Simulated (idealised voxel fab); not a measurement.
The following process module bears the name voxel capacitor over wiring.
The width of the displayed cross-section, cut, is 210 nm; its cells are square, with a size of 5 nm.
Cross-section = grid of square cells, listed top down in bands; band = one or more rows.
Quick guide to a band line: top height, bottom height (nm) up front; then every material left to right with its width in nm. Only one material and it's marked "everywhere"? Then it fills the band edge to edge. And "blank" just means empty space.
Basically, 0 is our baseline, since under it the wafer straight out of the box is all one material. The bottom band has no lower end and keeps on going down, so it looks like "0 down".
You'd read "30 to 40" like this: the band's top row of cells is as wide as the first number, its bottom row is as wide as the second, and going down, every row changes width by the same amount as the row before did.
Basically "no change" means that step didn't change any cell in the cross-section.
What "Cavities, sealed" gives you is every empty space of 8 cells or more that is cut off from the top. Each appears as width x height at distance, with the distance taken from the left edge and width, height and distance all in nm.
Formally, on a step line, whatever follows the settings is a remark that the simulator itself makes on the step.
overlay nm: mask right of planned place by this much (step with mask). Neg. = left.
-- These are the steps we planned for the process
1) RECEIVE with material Si
2) CONFORMAL_DEP with material SiO2, thk nm 15
3) DIRECTIONAL_DEP with material TiN, thk nm 5
4) DIRECTIONAL_DEP with material W, thk nm 25
5) MASKED_ETCH with tone cover, mask id METAL_1, width nm 20, pitch nm 80, etch materials W, depth nm 25, overlay nm 0
6) MASKED_ETCH with tone cover, mask id METAL_1, width nm 20, pitch nm 80, etch materials TiN, depth nm 5, overlay nm 0
7) CONFORMAL_DEP with material SiN, thk nm 5
8) FILL_DEP with material lowk, thk nm 5
9) CMP with height nm 45
10) CONFORMAL_DEP with material SiCN, thk nm 5
11) DIRECTIONAL_DEP with material SiO2, thk nm 10
12) MASKED_ETCH with tone open, mask id PLUG_1, width nm 15, etch materials SiO2, depth nm 10, overlay nm 0
13) MASKED_ETCH with tone open, mask id PLUG_1, width nm 15, etch materials SiCN, depth nm 5, overlay nm 0
14) CONFORMAL_DEP with material TiN, thk nm 5
15) FILL_DEP with material Cu, thk nm 5
16) CMP with height nm 60
17) DIRECTIONAL_DEP with material TiN, thk nm 5
18) DIRECTIONAL_DEP with material Al2O3, thk nm 5
19) DIRECTIONAL_DEP with material TiN, thk nm 10
20) DIRECTIONAL_DEP with material aC, thk nm 10
21) PATTERN with tone cover, mask id UPPER_PLATE, material resist, width nm 65, thk nm 25, overlay nm 0
22) DIRECTIONAL_ETCH with etch materials aC, depth nm 10
23) STRIP with etch materials resist
24) DIRECTIONAL_ETCH with etch materials TiN, depth nm 10
25) DIRECTIONAL_ETCH with etch materials Al2O3, depth nm 5
26) STRIP with etch materials aC
27) DIRECTIONAL_DEP with material aC, thk nm 10
28) PATTERN with tone cover, mask id LOWER_PLATE, material resist, width nm 75, thk nm 30, overlay nm 0
29) DIRECTIONAL_ETCH with etch materials aC, depth nm 10
30) STRIP with etch materials resist
31) DIRECTIONAL_ETCH with etch materials TiN, depth nm 5
32) STRIP with etch materials aC
33) FILL_DEP with material SiO2, thk nm 20
34) CMP with height nm 95
35) MASKED_ETCH with tone open, mask id PLUG_2, width nm 15, etch materials SiO2, depth nm 15, overlay nm 0
36) CONFORMAL_DEP with material TiN, thk nm 5
37) FILL_DEP with material Ru, thk nm 5
38) CMP with height nm 95
39) CONFORMAL_DEP with material SiCN, thk nm 5
-- Shown in cross-section is the wafer as received, that is, as it stands after step 1
> 0 down = Si everywhere
> Cavities, sealed: none
-- first wafer at the end, as planned
> 100 to 95 = SiCN everywhere
> 95 to 85 = SiO2 (70) / TiN (5) / Ru (5) / TiN (5) / SiO2 (125)
> 85 to 80 = SiO2 (70) / TiN (15) / SiO2 (125)
> 80 to 70 = SiO2 (60) / TiN (65) / SiO2 (85)
> 70 to 65 = SiO2 (60) / Al2O3 (65) / SiO2 (85)
> 65 to 60 = SiO2 (55) / TiN (75) / SiO2 (80)
> 60 to 50 = SiO2 (60) / TiN (5) / Cu (5) / TiN (5) / SiO2 (135)
> 50 to 45 = SiCN (60) / TiN (15) / SiCN (135)
> 45 to 20 = lowk (50) / SiN (5) / W (20) / SiN (5) / lowk (50) / SiN (5) / W (20) / SiN (5) / lowk (50)
> 20 to 15 = SiN (55) / TiN (20) / SiN (60) / TiN (20) / SiN (55)
> 15 to 0 = SiO2 everywhere
> 0 down = Si everywhere
> Cavities, sealed: none
-- This cross-section belongs to the second wafer of two at the end of the module; the start and the plan were shared with the first, and the run included one mistake
> 100 to 95 = SiCN everywhere
> 95 to 85 = SiO2 (70) / TiN (5) / Ru (5) / TiN (5) / SiO2 (125)
> 85 to 80 = SiO2 (70) / TiN (15) / SiO2 (125)
> 80 to 70 = SiO2 (60) / TiN (65) / SiO2 (85)
> 70 to 65 = SiO2 (60) / Al2O3 (65) / SiO2 (85)
> 65 to 60 = SiO2 (55) / TiN (75) / SiO2 (80)
> 60 to 50 = SiO2 (60) / TiN (5) / Cu (5) / TiN (5) / SiO2 (135)
> 50 to 45 = SiCN (60) / TiN (15) / SiCN (135)
> 45 to 25 = lowk (45) / SiN (5) / W (20) / SiN (5) / lowk (50) / SiN (5) / W (20) / SiN (5) / lowk (55)
> 25 to 20 = lowk (45) / SiN (5) / W (20) / SiN (10) / lowk (45) / SiN (5) / W (20) / SiN (10) / lowk (50)
> 20 to 15 = SiN (50) / TiN (25) / SiN (55) / TiN (25) / SiN (55)
> 15 to 0 = SiO2 everywhere
> 0 down = Si everywhere
> Cavities, sealed: none
what went wrong: step 5 was run on a setting that differed from the plan, and what really ran there is MASKED_ETCH with tone cover, mask id METAL_1, width nm 20, pitch nm 80, etch materials W, depth nm 25, overlay nm -5
The closing comparison, in cells, has the second wafer with more or fewer of some materials than the first: +2 TiN | -2 lowk
